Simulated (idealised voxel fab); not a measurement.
The following process module bears the name voxel ribs on slabs.
Shown is cross-section cut, with a width of 195 nm and square cells of size 5 nm.
Just so we're on the same page, the cross-sections are grids of square cells, and they're listed out in bands top to bottom, each band one or more rows deep. Heads up on the band format: heights come first, top then bottom, in nm. After that it's the materials left to right, each with its width in nm. A single material flagged "full width" fills the whole band edge to edge, and "empty" means there's empty space there. It should be noted that heights are counted from 0, beneath which the wafer as supplied is of one material throughout, and that the lowest band possesses no lower boundary but continues downward, as written in "z 0 and below". Per-row width for "30..40": begins at first number (top row of band), ends at second number (bottom row), increment between rows held constant. Take "no change" at face value: in the step it is given for, the cross-section changed in none of its cells. The entry titled "Enclosed internal voids" provides the empty spaces that have no open way to the top, restricted to those of 8 cells or more. Each is presented as width x height at distance, the distance being measured from the left edge, with all three in nm. Step line, after settings: the simulator's comment on this step. "overlay nm" denotes, for a step that has a mask, the displacement of the mask to the right of its planned place, with negative values corresponding to the left.
THESE ARE THE STEPS WE PLANNED FOR THE PROCESS
1 RECEIVE,material Si
2 DIRECTIONAL_DEP,material SiO2,thk nm 20
3 DIRECTIONAL_DEP,material SiN,thk nm 25
4 MASKED_ETCH,tone cover,mask id RIB,width nm 15,etch materials SiN,depth nm 5,overlay nm 0
5 PATTERN,tone cover,mask id SLAB,material resist,width nm 55,thk nm 15,overlay nm 0
6 DIRECTIONAL_ETCH,etch materials SiN,depth nm 20
7 STRIP,etch materials resist
8 FILL_DEP,material SiO2,thk nm 30
9 CMP,height nm 65
10 DIRECTIONAL_DEP,material W,thk nm 10
11 DIRECTIONAL_DEP,material aC,thk nm 10
12 PATTERN,tone cover,mask id HEATER,material resist,width nm 25,thk nm 25,overlay nm 0
13 DIRECTIONAL_ETCH,etch materials aC,depth nm 10
14 STRIP,etch materials resist
15 DIRECTIONAL_ETCH,etch materials W,depth nm 10
16 STRIP,etch materials aC
17 CONFORMAL_DEP,material SiN,thk nm 10
STEP 1 COMPLETE: CROSS-SECTION OF THE WAFER AS RECEIVED
- z 0 and below = Si full width
- Enclosed internal voids: none
A WAFER AT THE END: THIS START, THIS PLAN, ONE MISTAKE
- z 85 to 75 = empty (75) | SiN (45) | empty (75)
- z 75 to 65 = SiN (85) | W (25) | SiN (85)
- z 65 to 25 = SiO2 full width
- z 25 to 0 = SiN full width
- z 0 and below = Si full width
- Enclosed internal voids: none
Misprocessing identified: steps 2 and 3 traded places in the executed sequence
